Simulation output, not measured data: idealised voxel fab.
This is a process module. Its name is voxel trench capacitor.
Square cell edge 5 nm, section width 295 nm, ID cut.
The cross-sections in this document take the form of a grid made of square cells. They are written out as bands, in order from top to bottom. Each band consists of one or more rows of cells.
Each band's line starts with the height of the band's top and of its bottom, in nm. Then come its materials from left to right, each with its width in nm. One material with "edge to edge" fills the band from edge to edge. "blank" is empty space.
Height reference: 0 = level under which incoming wafer is all one material. Lowest band: no bottom, runs on downward, e.g. "from 0 down".
So if you see something like "30 to 40" for the width, read it as the top row of the band sitting at the first number and the bottom row at the second, with every row in between moving by the same amount as the last.
"stayed the same" for a step: no cell of the cross-section changed in that step.
Reported under the label "Trapped voids" are the empty spaces having no open way to the top and comprising 8 cells or more; the notation for each is width x height at distance, in which the distance is measured from the left edge and all three values are in nm.
The remark found on a step's line after its settings is issued by the simulator itself and pertains to that step.
overlay nm: on a step with a mask, how far right of its planned place the mask lay; negative means left.
## Steps planned for the process
1,RECEIVE | material Si
2,CONFORMAL_DEP | material SiN | thk nm 10
3,DIRECTIONAL_DEP | material aC | thk nm 10
4,PATTERN | tone open | mask id TRENCH | material resist | width nm 20 | pitch nm 50 | thk nm 30 | overlay nm 0
5,DIRECTIONAL_ETCH | etch materials aC | depth nm 10
6,STRIP | etch materials resist
7,DIRECTIONAL_ETCH | etch materials SiN | depth nm 10
8,DIRECTIONAL_ETCH | etch materials Si | depth nm 35
9,STRIP | etch materials aC
10,CONFORMAL_DEP | material Al2O3 | thk nm 5
11,FILL_DEP | material polySi | thk nm 5
12,CMP | height nm 10
## Delivered wafer in cross-section: state after step 1
* from 0 down | Si edge to edge
* Trapped voids: none
## Same starting wafer, same plan as above, one mistake in the execution; this is the cross-section at the end of the module
* from 10 to 0 | 55 polySi, 5 Al2O3, 20 SiN, 5 Al2O3, 20 polySi, 5 Al2O3, 20 SiN, 5 Al2O3, 20 polySi, 5 Al2O3, 20 SiN, 5 Al2O3, 20 polySi, 5 Al2O3, 20 SiN, 5 Al2O3, 60 polySi
* from 0 to -30 | 55 polySi, 5 Al2O3, 20 Si, 5 Al2O3, 20 polySi, 5 Al2O3, 20 Si, 5 Al2O3, 20 polySi, 5 Al2O3, 20 Si, 5 Al2O3, 20 polySi, 5 Al2O3, 20 Si, 5 Al2O3, 60 polySi
* from -30 to -35 | 60 Al2O3, 20 Si, 30 Al2O3, 20 Si, 30 Al2O3, 20 Si, 30 Al2O3, 20 Si, 65 Al2O3
* from -35 down | Si edge to edge
* Trapped voids: none
Run error: for step 4, the planned setting was not used; the step was instead run as PATTERN | tone cover | mask id TRENCH | material resist | width nm 20 | pitch nm 50 | thk nm 30 | overlay nm 0
